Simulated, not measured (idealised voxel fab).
Module name: voxel self aligned vias (process module)
The figure presents cross-section cut, which has a width of 290 nm and is divided into square cells with an edge length of 5 nm.
Notation: cross-section as square-cell grid; stated in bands, top first, going down; one or more cell rows per band. Read a band's entry like this: the first values are the height of its top and the height of its bottom in nm, and what follows is the sequence of materials from left to right, each with its width in nm. Note that "air" is empty space, and that a single material marked "all across" reaches across the band from edge to edge. Zero point of the height axis is 0; under it, received wafer = one material. Lowest band: continues down indefinitely, "0 down". The width entry "30->40" should be interpreted row by row: the top row of cells in the band takes the first number, the bottom row takes the second number, and the change between adjacent rows is uniform throughout. Key: "nothing altered" - step with no changed cell in the cross-section. "Closed void roster": empty spaces of 8 cells or more with no open way to the top, each given as width x height at distance, distance from the left edge, all in nm. On a step's line, text after the settings is the simulator commenting on that step. Steps that use a mask can have "overlay nm" on their line. It says how far the mask sat to the right of where it was meant to be. Negative means to the left.
# The steps planned for the process are as follows
1. op RECEIVE | material Si
2. op CONFORMAL_DEP | material SiO2 | thk nm 15
3. op CONFORMAL_DEP | material SiCN | thk nm 5
4. op DIRECTIONAL_DEP | material SiO2 | thk nm 30
5. op DIRECTIONAL_DEP | material aC | thk nm 15
6. op PATTERN | tone open | mask id LINES | material resist | width nm 30 | pitch nm 70 | thk nm 30 | overlay nm 0
7. op DIRECTIONAL_ETCH | etch materials aC | depth nm 15
8. op STRIP | etch materials resist
9. op DIRECTIONAL_ETCH | etch materials SiO2 | depth nm 30
10. op STRIP | etch materials aC
11. op CONFORMAL_DEP | material TiN | thk nm 5
12. op FILL_DEP | material W | thk nm 10
13. op CMP | height nm 50
14. op SELECTIVE_ETCH | etch materials W Ru TiN | depth nm 10
15. op FILL_DEP | material SiN | thk nm 5
16. op CMP | height nm 50
17. op DIRECTIONAL_DEP | material SiO2 | thk nm 15
18. op DIRECTIONAL_DEP | material aC | thk nm 15
19. op PATTERN | tone open | mask id VIAS | material resist | width nm 50 | pitch nm 70 | thk nm 30 | overlay nm 0
20. op DIRECTIONAL_ETCH | etch materials aC | depth nm 15
21. op STRIP | etch materials resist
22. op DIRECTIONAL_ETCH | etch materials SiO2 | depth nm 15
23. op DIRECTIONAL_ETCH | etch materials SiN | depth nm 10
24. op STRIP | etch materials aC
25. op CONFORMAL_DEP | material TiN | thk nm 5
26. op FILL_DEP | material W | thk nm 5
27. op CMP | height nm 65
28. op CONFORMAL_DEP | material SiCN | thk nm 5
# Cross-section of the wafer as it came to us, i.e., already through step 1
0 down = Si all across
Closed void roster: none
# Figure: cross-sectional view of the wafer upon completion of the module, processed from the initial state and according to the plan depicted above, with one error introduced during execution
70 to 65 = SiCN all across
65 to 55 = SiO2 (85) / TiN (5) / W (40) / TiN (5) / SiO2 (20) / TiN (5) / W (40) / TiN (5) / SiO2 (85)
55 to 50 = SiO2 (85) / TiN (50) / SiO2 (20) / TiN (50) / SiO2 (85)
50 to 40 = SiN (85) / TiN (10) / SiO2 (30) / TiN (10) / SiN (20) / TiN (10) / SiO2 (30) / TiN (10) / SiN (85)
40 to 25 = W (90) / TiN (5) / SiO2 (30) / TiN (5) / W (30) / TiN (5) / SiO2 (30) / TiN (5) / W (90)
25 to 20 = TiN (95) / SiO2 (30) / TiN (40) / SiO2 (30) / TiN (95)
20 to 15 = SiCN all across
15 to 0 = SiO2 all across
0 down = Si all across
Closed void roster: none
Want to know what went wrong? it should be noted that step 6 was executed with settings other than those planned, the operation and settings actually applied being op PATTERN | tone cover | mask id LINES | material resist | width nm 30 | pitch nm 70 | thk nm 30 | overlay nm 0
